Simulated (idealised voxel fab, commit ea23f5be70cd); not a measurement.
process module | voxel spacer lines
cross-section cut | 270 nm wide | cells 5 nm
A cross-section is a grid of square cells, given in bands from the top down. A band is one or more rows of cells.
Each band's line starts with the height of the band's top and of its bottom, in nm. Then come its materials from left to right, each with its width in nm. One material with "throughout" fills the band from edge to edge. "air" is empty space.
Height 0 is the level under which the wafer as received is all one material. The lowest band goes on downwards, as in "0 down".
A width such as "30 to 40" changes by the same amount from each row of cells to the next, from the band's top row to its bottom row.
"no change" after a step means that no cell of the cross-section changed.
closed voids: empty space of 8 cells or more with no open way to the top, each as width x height at its distance from the left edge, in nm
after a step's settings: what the simulator itself notes on the step
overlay nm, on a step with a mask: how far to the right of its planned place the mask lay; to the left if negative
plan
1 op RECEIVE | material Si
2 op CONFORMAL_DEP | material SiO2 | thk nm 10
3 op DIRECTIONAL_DEP | material W | thk nm 15
4 op DIRECTIONAL_DEP | material polySi | thk nm 30
5 op PATTERN | tone cover | mask id MANDREL | material resist | width nm 25 | pitch nm 80 | thk nm 40 | overlay nm 0
6 op DIRECTIONAL_ETCH | etch materials polySi | depth nm 30
7 op STRIP | etch materials resist
8 op CONFORMAL_DEP | material SiN | thk nm 15
9 op DIRECTIONAL_ETCH | etch materials SiN | depth nm 15
10 op STRIP | etch materials polySi
11 op DIRECTIONAL_ETCH | etch materials W | depth nm 15
12 op STRIP | etch materials SiN
13 op FILL_DEP | material SiO2 | thk nm 10
14 op CMP | height nm 25
as received, after step 1
  0 down: Si throughout
  closed voids: none
first wafer at the end, as planned
  25 to 10: SiO2 65 | W 15 | SiO2 25 | W 15 | SiO2 25 | W 15 | SiO2 25 | W 15 | SiO2 70
  10 to 0: SiO2 throughout
  0 down: Si throughout
  closed voids: none
second wafer at the end: like start, like plan, one mistake
  25 to 10: SiO2 70 | W 10 | SiO2 25 | W 10 | SiO2 35 | W 10 | SiO2 25 | W 10 | SiO2 75
  10 to 0: SiO2 throughout
  0 down: Si throughout
  closed voids: none
what went wrong: step 8 ran as: op CONFORMAL_DEP | material SiN | thk nm 10
at the end the second wafer has, in cells: 12 more of SiO2 | 12 fewer of W
